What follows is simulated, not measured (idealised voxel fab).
Documented hereafter: the process module known as voxel spacer lines.
Xsec cut, 205 nm wide, square cell size 5 nm.
Cross-section = grid of square cells, listed top down in bands; band = one or more rows.
Band: top height; bottom height; in nm. Then, left to right: material with width in nm, for each material. "all across": a single material spanning edge to edge. "blank": empty space.
Height datum 0, below which the as-received substrate wafer is one material. Lowest band open at the bottom, running downward: "0 nm and below".
Top row gets the first number, bottom row gets the second, and each row in between changes by the same step: that is how a band width like "30..40" works.
"left unchanged" -> step changed no cross-section cell.
So "closed voids" is basically the list of trapped voids: any empty space of 8 cells or more that can't reach the top through an opening. They're written width x height at distance, the distance being from the left edge, and it's all nm.
What comes after the settings on a step's line is commentary from the simulator itself on that step.
overlay nm: mask right of planned place by this much (step with mask). Neg. = left.
### The planned process steps are enumerated hereunder
| 1 | op RECEIVE | material Si |
| 2 | op CONFORMAL_DEP | material Al2O3 | thk nm 5 |
| 3 | op DIRECTIONAL_DEP | material polySi | thk nm 20 |
| 4 | op DIRECTIONAL_DEP | material aC | thk nm 20 |
| 5 | op PATTERN | tone cover | mask id MANDREL | material resist | width nm 25 | pitch nm 70 | thk nm 30 | overlay nm 0 |
| 6 | op DIRECTIONAL_ETCH | etch materials aC | depth nm 20 |
| 7 | op STRIP | etch materials resist |
| 8 | op CONFORMAL_DEP | material SiN | thk nm 10 |
| 9 | op DIRECTIONAL_ETCH | etch materials SiN | depth nm 10 |
| 10 | op STRIP | etch materials aC |
| 11 | op DIRECTIONAL_ETCH | etch materials polySi | depth nm 20 |
| 12 | op STRIP | etch materials SiN |
| 13 | op FILL_DEP | material SiO2 | thk nm 10 |
| 14 | op CMP | height nm 25 |
### The cross-section here shows the wafer as received, i.e. in its state after step 1
0 nm and below: Si all across
closed voids: none
### Starting structure and process plan are as shown above, but one mistake was made in running the module; the wafer cross-section at the end of the module follows
15 nm to 5 nm: 45 SiO2; 10 polySi; 25 SiO2; 10 polySi; 25 SiO2; 10 polySi; 25 SiO2; 10 polySi; 45 SiO2
5 nm to 0 nm: Al2O3 all across
0 nm and below: Si all across
closed voids: none
What broke from the plan during processing? planned and actual differ for step 14; actual: op CMP | height nm 15
